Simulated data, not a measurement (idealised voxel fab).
Process module under the name voxel transistor to metal
The cross-section shown here is cut; it is 140 nm wide and divided into square cells measuring 5 nm on a side.
How to read a cross-section here: the picture is a grid of square cells, written as bands going from the top down, and any band can span one or more rows of cells.
Look at the band entry: it leads with the top's height and the bottom's height in nm. Then it lists the materials left to right, with a width in nm for each. The word "edge to edge" on a single material says that material fills the band edge to edge. The word "blank" is empty space.
All heights in this document are referenced to 0, defined as the level beneath which the wafer, as received, consists entirely of one material. The lowest band is not bounded below; it extends indefinitely downward and is written in the form "z 0 and below".
With a width like "30->40", each row of cells in the band differs from the next by the same amount, the top row carrying the first number and the bottom row the second.
"remains unaltered" after a step means that no cell of the cross-section changed.
Look at "Trapped cavities" for the closed voids: empty spaces with no open path to the top, sized 8 cells or up. Each is width x height at distance, distance from the left edge, all nm.
Where a step's line continues beyond its settings, the continuation is a remark by the simulator itself on that step.
"overlay nm", when on a step's line for a step with a mask, measures how far to the right of its planned place the mask lay; a negative measure means to the left.
Planned step list for the process
1: RECEIVE with material Si
2: CONFORMAL_DEP with material SiO2, thk nm 5
3: CONFORMAL_DEP with material SiN, thk nm 10
4: MASKED_ETCH with tone cover, mask id ACTIVE, width nm 100, etch materials SiN, depth nm 10, overlay nm 0
5: MASKED_ETCH with tone cover, mask id ACTIVE, width nm 100, etch materials SiO2, depth nm 5, overlay nm 0
6: MASKED_ETCH with tone cover, mask id ACTIVE, width nm 100, etch materials Si, depth nm 35, overlay nm 0
7: FILL_DEP with material SiO2, thk nm 10
8: CMP with height nm 15
9: SELECTIVE_ETCH with etch materials SiO2, depth nm 5
10: STRIP with etch materials SiN
11: SELECTIVE_ETCH with etch materials SiO2, depth nm 5
12: OXIDIZE with depth nm 5
13: DIRECTIONAL_DEP with material polySi, thk nm 25
14: DIRECTIONAL_DEP with material SiCN, thk nm 10
15: MASKED_ETCH with tone cover, mask id GATE, width nm 30, etch materials SiCN, depth nm 20, overlay nm 0
16: MASKED_ETCH with tone cover, mask id GATE, width nm 30, etch materials polySi, depth nm 35, overlay nm 0
17: CONFORMAL_DEP with material SiN, thk nm 10
18: DIRECTIONAL_ETCH with etch materials SiN, depth nm 10
19: DIRECTIONAL_ETCH with etch materials SiO2, depth nm 5
20: DIRECTIONAL_ETCH with etch materials Si, depth nm 15
21: EPI with material SiGe, thk nm 15
22: FILL_DEP with material SiO2, thk nm 10
23: CMP with height nm 25
24: STRIP with etch materials polySi
25: SELECTIVE_ETCH with etch materials SiO2, depth nm 5
26: CONFORMAL_DEP with material HfO2, thk nm 5
27: CONFORMAL_DEP with material TiN, thk nm 5
28: FILL_DEP with material W, thk nm 10
29: CMP with height nm 20
30: DIRECTIONAL_DEP with material SiO2, thk nm 10
31: MASKED_ETCH with tone open, mask id CONTACT, width nm 15, pitch nm 75, etch materials SiO2, depth nm 20, overlay nm 0
32: CONFORMAL_DEP with material TiN, thk nm 5
33: FILL_DEP with material W, thk nm 10
34: CMP with height nm 30
35: CONFORMAL_DEP with material SiN, thk nm 5
36: DIRECTIONAL_DEP with material lowk, thk nm 20
37: MASKED_ETCH with tone open, mask id METAL_1, width nm 15, pitch nm 75, etch materials lowk, depth nm 20, overlay nm 0
38: MASKED_ETCH with tone open, mask id METAL_1, width nm 15, pitch nm 75, etch materials SiN, depth nm 5, overlay nm 0
39: CONFORMAL_DEP with material TiN, thk nm 5
40: FILL_DEP with material Cu, thk nm 10
41: CMP with height nm 55
42: CONFORMAL_DEP with material SiN, thk nm 5
The first of a set of two wafers, run to plan
Wafer cross-section on receipt, i.e. after step 1
    z 0 and below  Si edge to edge
    Trapped cavities: none
Cross-section through the wafer, step 2 finished
    z 5 to 0  SiO2 edge to edge
    Lower than 0, everything is as it was.
Cross-section through the wafer, step 3 finished
    z 15 to 5  SiN edge to edge
    Lower than 5, everything is as it was.
Cross-section through the wafer, step 4 finished
    z 15 to 5  blank=20; SiN=100; blank=20
    Lower than 5, everything is as it was.
Cross-section through the wafer, step 5 finished
    z 15 to 5  blank=20; SiN=100; blank=20
    z 5 to 0  blank=20; SiO2=100; blank=20
    Lower than 0, everything is as it was.
Cross-section through the wafer, step 6 finished
    z 15 to 5  blank=20; SiN=100; blank=20
    z 5 to 0  blank=20; SiO2=100; blank=20
    z 0 to -35  blank=20; Si=100; blank=20
    Lower than -35, everything is as it was.
Cross-section through the wafer, step 7 finished
    z 25 to 15  SiO2 edge to edge
    z 15 to 5  SiO2=20; SiN=100; SiO2=20
    z 5 to 0  SiO2 edge to edge
    z 0 to -35  SiO2=20; Si=100; SiO2=20
    Lower than -35, everything is as it was.
Cross-section through the wafer, step 8 finished
    z 15 to 5  SiO2=20; SiN=100; SiO2=20
    Lower than 5, everything is as it was.
Cross-section through the wafer, step 9 finished
    z 15 to 10  blank=20; SiN=100; blank=20
    Lower than 10, everything is as it was.
Cross-section through the wafer, step 10 finished
    z 10 to 5  SiO2=20; blank=100; SiO2=20
    Lower than 5, everything is as it was.
Cross-section through the wafer, step 11 finished
    z 5 to 0  SiO2=15; blank=110; SiO2=15
    Lower than 0, everything is as it was.
Cross-section through the wafer, step 12 finished
    z 5 to 0  SiO2=15; blank=110; SiO2=15
    z 0 to -5  SiO2 edge to edge
    Lower than -5, everything is as it was.
Cross-section through the wafer, step 13 finished
    z 30 to 25  polySi=15; blank=110; polySi=15
    z 25 to 5  polySi edge to edge
    z 5 to 0  SiO2=15; polySi=110; SiO2=15
    Lower than 0, everything is as it was.
Cross-section through the wafer, step 14 finished
    z 40 to 35  SiCN=15; blank=110; SiCN=15
    z 35 to 30  SiCN edge to edge
    z 30 to 25  polySi=15; SiCN=110; polySi=15
    Lower than 25, everything is as it was.
Cross-section through the wafer, step 15 finished
    z 35 to 30  blank=55; SiCN=30; blank=55
    z 30 to 25  polySi=15; blank=40; SiCN=30; blank=40; polySi=15
    Lower than 25, everything is as it was.
Cross-section through the wafer, step 16 finished
    z 35 to 25  blank=55; SiCN=30; blank=55
    z 25 to 5  blank=55; polySi=30; blank=55
    z 5 to 0  SiO2=15; blank=40; polySi=30; blank=40; SiO2=15
    Lower than 0, everything is as it was.
Cross-section through the wafer, step 17 finished
    z 45 to 35  blank=45; SiN=50; blank=45
    z 35 to 25  blank=45; SiN=10; SiCN=30; SiN=10; blank=45
    z 25 to 15  blank=45; SiN=10; polySi=30; SiN=10; blank=45
    z 15 to 10  SiN=25; blank=20; SiN=10; polySi=30; SiN=10; blank=20; SiN=25
    z 10 to 5  SiN=55; polySi=30; SiN=55
    z 5 to 0  SiO2=15; SiN=40; polySi=30; SiN=40; SiO2=15
    Lower than 0, everything is as it was.
Cross-section through the wafer, step 18 finished
    z 35 to 25  blank=45; SiN=10; SiCN=30; SiN=10; blank=45
    z 25 to 5  blank=45; SiN=10; polySi=30; SiN=10; blank=45
    z 5 to 0  SiO2=15; SiN=10; blank=20; SiN=10; polySi=30; SiN=10; blank=20; SiN=10; SiO2=15
    Lower than 0, everything is as it was.
Cross-section through the wafer, step 19 finished
    z 35 to 25  blank=45; SiN=10; SiCN=30; SiN=10; blank=45
    z 25 to 5  blank=45; SiN=10; polySi=30; SiN=10; blank=45
    z 5 to 0  blank=15; SiN=10; blank=20; SiN=10; polySi=30; SiN=10; blank=20; SiN=10; blank=15
    z 0 to -5  SiO2=25; blank=20; SiO2=50; blank=20; SiO2=25
    Lower than -5, everything is as it was.
Cross-section through the wafer, step 20 finished
    z 35 to 25  blank=45; SiN=10; SiCN=30; SiN=10; blank=45
    z 25 to 5  blank=45; SiN=10; polySi=30; SiN=10; blank=45
    z 5 to 0  blank=15; SiN=10; blank=20; SiN=10; polySi=30; SiN=10; blank=20; SiN=10; blank=15
    z 0 to -5  SiO2=25; blank=20; SiO2=50; blank=20; SiO2=25
    z -5 to -20  SiO2=20; Si=5; blank=20; Si=50; blank=20; Si=5; SiO2=20
    Lower than -20, everything is as it was.
Cross-section through the wafer, step 21 finished
    z 35 to 25  blank=45; SiN=10; SiCN=30; SiN=10; blank=45
    z 25 to 10  blank=45; SiN=10; polySi=30; SiN=10; blank=45
    z 10 to 5  blank=20; SiGe=25; SiN=10; polySi=30; SiN=10; SiGe=25; blank=20
    z 5 to 0  blank=15; SiN=10; SiGe=20; SiN=10; polySi=30; SiN=10; SiGe=20; SiN=10; blank=15
    z 0 to -5  SiO2=25; SiGe=20; SiO2=50; SiGe=20; SiO2=25
    z -5 to -20  SiO2=20; Si=5; SiGe=20; Si=50; SiGe=20; Si=5; SiO2=20
    Lower than -20, everything is as it was.
Cross-section through the wafer, step 22 finished
    z 45 to 35  SiO2 edge to edge
    z 35 to 25  SiO2=45; SiN=10; SiCN=30; SiN=10; SiO2=45
    z 25 to 10  SiO2=45; SiN=10; polySi=30; SiN=10; SiO2=45
    z 10 to 5  SiO2=20; SiGe=25; SiN=10; polySi=30; SiN=10; SiGe=25; SiO2=20
    z 5 to 0  SiO2=15; SiN=10; SiGe=20; SiN=10; polySi=30; SiN=10; SiGe=20; SiN=10; SiO2=15
    Lower than 0, everything is as it was.
Cross-section through the wafer, step 23 finished
    z 25 to 10  SiO2=45; SiN=10; polySi=30; SiN=10; SiO2=45
    Lower than 10, everything is as it was.
Cross-section through the wafer, step 24 finished
    z 25 to 10  SiO2=45; SiN=10; blank=30; SiN=10; SiO2=45
    z 10 to 5  SiO2=20; SiGe=25; SiN=10; blank=30; SiN=10; SiGe=25; SiO2=20
    z 5 to 0  SiO2=15; SiN=10; SiGe=20; SiN=10; blank=30; SiN=10; SiGe=20; SiN=10; SiO2=15
    Lower than 0, everything is as it was.
Cross-section through the wafer, step 25 finished
    z 25 to 20  blank=45; SiN=10; blank=30; SiN=10; blank=45
    z 20 to 10  SiO2=45; SiN=10; blank=30; SiN=10; SiO2=45
    z 10 to 5  SiO2=20; SiGe=25; SiN=10; blank=30; SiN=10; SiGe=25; SiO2=20
    z 5 to 0  SiO2=15; SiN=10; SiGe=20; SiN=10; blank=30; SiN=10; SiGe=20; SiN=10; SiO2=15
    z 0 to -5  SiO2=25; SiGe=20; SiO2=5; blank=40; SiO2=5; SiGe=20; SiO2=25
    Lower than -5, everything is as it was.
Cross-section through the wafer, step 26 finished
    z 30 to 25  blank=40; HfO2=20; blank=20; HfO2=20; blank=40
    z 25 to 20  HfO2=45; SiN=10; HfO2=5; blank=20; HfO2=5; SiN=10; HfO2=45
    z 20 to 10  SiO2=45; SiN=10; HfO2=5; blank=20; HfO2=5; SiN=10; SiO2=45
    z 10 to 5  SiO2=20; SiGe=25; SiN=10; HfO2=5; blank=20; HfO2=5; SiN=10; SiGe=25; SiO2=20
    z 5 to 0  SiO2=15; SiN=10; SiGe=20; SiN=10; HfO2=5; blank=20; HfO2=5; SiN=10; SiGe=20; SiN=10; SiO2=15
    z 0 to -5  SiO2=25; SiGe=20; SiO2=5; HfO2=40; SiO2=5; SiGe=20; SiO2=25
    Lower than -5, everything is as it was.
Cross-section through the wafer, step 27 finished
    z 35 to 30  blank=35; TiN=30; blank=10; TiN=30; blank=35
    z 30 to 25  TiN=40; HfO2=20; TiN=5; blank=10; TiN=5; HfO2=20; TiN=40
    z 25 to 20  HfO2=45; SiN=10; HfO2=5; TiN=5; blank=10; TiN=5; HfO2=5; SiN=10; HfO2=45
    z 20 to 10  SiO2=45; SiN=10; HfO2=5; TiN=5; blank=10; TiN=5; HfO2=5; SiN=10; SiO2=45
    z 10 to 5  SiO2=20; SiGe=25; SiN=10; HfO2=5; TiN=5; blank=10; TiN=5; HfO2=5; SiN=10; SiGe=25; SiO2=20
    z 5 to 0  SiO2=15; SiN=10; SiGe=20; SiN=10; HfO2=5; TiN=20; HfO2=5; SiN=10; SiGe=20; SiN=10; SiO2=15
    Lower than 0, everything is as it was.
Cross-section through the wafer, step 28 finished
    z 45 to 35  W edge to edge
    z 35 to 30  W=35; TiN=30; W=10; TiN=30; W=35
    z 30 to 25  TiN=40; HfO2=20; TiN=5; W=10; TiN=5; HfO2=20; TiN=40
    z 25 to 20  HfO2=45; SiN=10; HfO2=5; TiN=5; W=10; TiN=5; HfO2=5; SiN=10; HfO2=45
    z 20 to 10  SiO2=45; SiN=10; HfO2=5; TiN=5; W=10; TiN=5; HfO2=5; SiN=10; SiO2=45
    z 10 to 5  SiO2=20; SiGe=25; SiN=10; HfO2=5; TiN=5; W=10; TiN=5; HfO2=5; SiN=10; SiGe=25; SiO2=20
    Lower than 5, everything is as it was.
Cross-section through the wafer, step 29 finished
    z 20 to 10  SiO2=45; SiN=10; HfO2=5; TiN=5; W=10; TiN=5; HfO2=5; SiN=10; SiO2=45
    Lower than 10, everything is as it was.
Cross-section through the wafer, step 30 finished
    z 30 to 20  SiO2 edge to edge
    Lower than 20, everything is as it was.
Cross-section through the wafer, step 31 finished
    z 30 to 20  SiO2=25; blank=15; SiO2=60; blank=15; SiO2=25
    z 20 to 10  SiO2=25; blank=15; SiO2=5; SiN=10; HfO2=5; TiN=5; W=10; TiN=5; HfO2=5; SiN=10; SiO2=5; blank=15; SiO2=25
    Lower than 10, everything is as it was.
Cross-section through the wafer, step 32 finished
    z 35 to 30  TiN=30; blank=5; TiN=70; blank=5; TiN=30
    z 30 to 20  SiO2=25; TiN=5; blank=5; TiN=5; SiO2=60; TiN=5; blank=5; TiN=5; SiO2=25
    z 20 to 15  SiO2=25; TiN=5; blank=5; TiN=5; SiO2=5; SiN=10; HfO2=5; TiN=5; W=10; TiN=5; HfO2=5; SiN=10; SiO2=5; TiN=5; blank=5; TiN=5; SiO2=25
    z 15 to 10  SiO2=25; TiN=15; SiO2=5; SiN=10; HfO2=5; TiN=5; W=10; TiN=5; HfO2=5; SiN=10; SiO2=5; TiN=15; SiO2=25
    Lower than 10, everything is as it was.
Cross-section through the wafer, step 33 finished
    z 45 to 35  W edge to edge
    z 35 to 30  TiN=30; W=5; TiN=70; W=5; TiN=30
    z 30 to 20  SiO2=25; TiN=5; W=5; TiN=5; SiO2=60; TiN=5; W=5; TiN=5; SiO2=25
    z 20 to 15  SiO2=25; TiN=5; W=5; TiN=5; SiO2=5; SiN=10; HfO2=5; TiN=5; W=10; TiN=5; HfO2=5; SiN=10; SiO2=5; TiN=5; W=5; TiN=5; SiO2=25
    Lower than 15, everything is as it was.
Cross-section through the wafer, step 34 finished
    z 30 to 20  SiO2=25; TiN=5; W=5; TiN=5; SiO2=60; TiN=5; W=5; TiN=5; SiO2=25
    Lower than 20, everything is as it was.
Cross-section through the wafer, step 35 finished
    z 35 to 30  SiN edge to edge
    Lower than 30, everything is as it was.
Cross-section through the wafer, step 36 finished
    z 55 to 35  lowk edge to edge
    Lower than 35, everything is as it was.
Cross-section through the wafer, step 37 finished
    z 55 to 35  lowk=25; blank=15; lowk=60; blank=15; lowk=25
    Lower than 35, everything is as it was.
Cross-section through the wafer, step 38 finished
    z 55 to 35  lowk=25; blank=15; lowk=60; blank=15; lowk=25
    z 35 to 30  SiN=25; blank=15; SiN=60; blank=15; SiN=25
    Lower than 30, everything is as it was.
Cross-section through the wafer, step 39 finished
    z 60 to 55  TiN=30; blank=5; TiN=70; blank=5; TiN=30
    z 55 to 35  lowk=25; TiN=5; blank=5; TiN=5; lowk=60; TiN=5; blank=5; TiN=5; lowk=25
    z 35 to 30  SiN=25; TiN=15; SiN=60; TiN=15; SiN=25
    Lower than 30, everything is as it was.
Cross-section through the wafer, step 40 finished
    z 70 to 60  Cu edge to edge
    z 60 to 55  TiN=30; Cu=5; TiN=70; Cu=5; TiN=30
    z 55 to 35  lowk=25; TiN=5; Cu=5; TiN=5; lowk=60; TiN=5; Cu=5; TiN=5; lowk=25
    Lower than 35, everything is as it was.
Cross-section through the wafer, step 41 finished
    z 55 to 35  lowk=25; TiN=5; Cu=5; TiN=5; lowk=60; TiN=5; Cu=5; TiN=5; lowk=25
    Lower than 35, everything is as it was.
Cross-section through the wafer, step 42 finished
    z 60 to 55  SiN edge to edge
    Lower than 55, everything is as it was.
Wafer two. Identical start, identical plan. One mistake in execution. Identical history through step 40
Second wafer at the planned finish of step 41, seen in cross-section: remains unaltered
Second wafer at the planned finish of step 42, seen in cross-section
    z 75 to 70  SiN edge to edge
    Lower than 70, everything is as it was.
Run error: execution of step 41 of the plan did not take place, the step having been omitted
Final cells, second wafer relative to first, materials higher or lower: Cu: 58 more, TiN: 26 more
